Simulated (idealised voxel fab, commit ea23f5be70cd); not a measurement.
Module name: voxel fin reveal (process module)
We display cut, a cross-section 165 nm in width whose square cells are each 5 nm.
Bands, listed from the top down, are how a cross-section gets written in this document; the cross-section itself is a grid of square cells, and a band is one or more rows of them. Top, bottom (nm), then materials left to right with widths (nm); lone material tagged "all across" fills the whole band edge to edge; "empty" = empty space. Height is counted from the level 0, under which the received wafer is composed throughout of one material. The lowest of the bands is not closed at the bottom but continues downward, in the notation "0 -> down". It should be noted that a width expressed as "30..40" varies in equal increments from row to row of cells within the band, taking the value of the first number at the top row and that of the second number at the bottom row. You'll sometimes find "stayed the same" written for a step, and that's the way of saying that nowhere in the cross-section did a cell change during that step. Entry "Sealed void list" = empty spaces >= 8 cells with no open way to the top; each as width x height at distance, distance from left edge, all nm. after a step's settings: what the simulator itself notes on the step. overlay nm: for a step with a mask, the amount by which the mask lay right of where it was planned; a negative amount means left of it.

These are the steps we planned for the process
1. RECEIVE, material Si
2. CONFORMAL_DEP, material SiN, thk nm 5
3. MASKED_ETCH, tone cover, mask id FINS, width nm 15, pitch nm 40, etch materials SiN, depth nm 5, overlay nm 0
4. MASKED_ETCH, tone cover, mask id FINS, width nm 15, pitch nm 40, etch materials Si, depth nm 40, overlay nm 0
5. OXIDIZE, depth nm 5
6. FILL_DEP, material SiO2, thk nm 5
7. CMP, height nm 5
8. SELECTIVE_ETCH, etch materials SiO2, depth nm 20
9. STRIP, etch materials SiN
Every wafer here starts from the same state; it is the step 8 depth nm that distinguishes them, and the value the plan gives belongs to the first wafer.

As received, i.e. after step 1: cross-section through the first of several wafers
* 0 -> down: Si all across
* Sealed void list: none

Quick key for the table: a row per wafer, taken at the end of the module. For each material it tells you how many cells the wafer gained (+) or lost (-) since it came in, and the closed voids come after
depth nm 20 | -261 Si | +174 SiO2 | Sealed void list: none
depth nm 25 | -261 Si | +145 SiO2 | Sealed void list: none
depth nm 30 | -261 Si | +116 SiO2 | Sealed void list: none
depth nm 35 | -261 Si | +87 SiO2 | Sealed void list: none
depth nm 40 | -261 Si | +58 SiO2 | Sealed void list: none
depth nm 45 | -261 Si | +29 SiO2 | Sealed void list: none
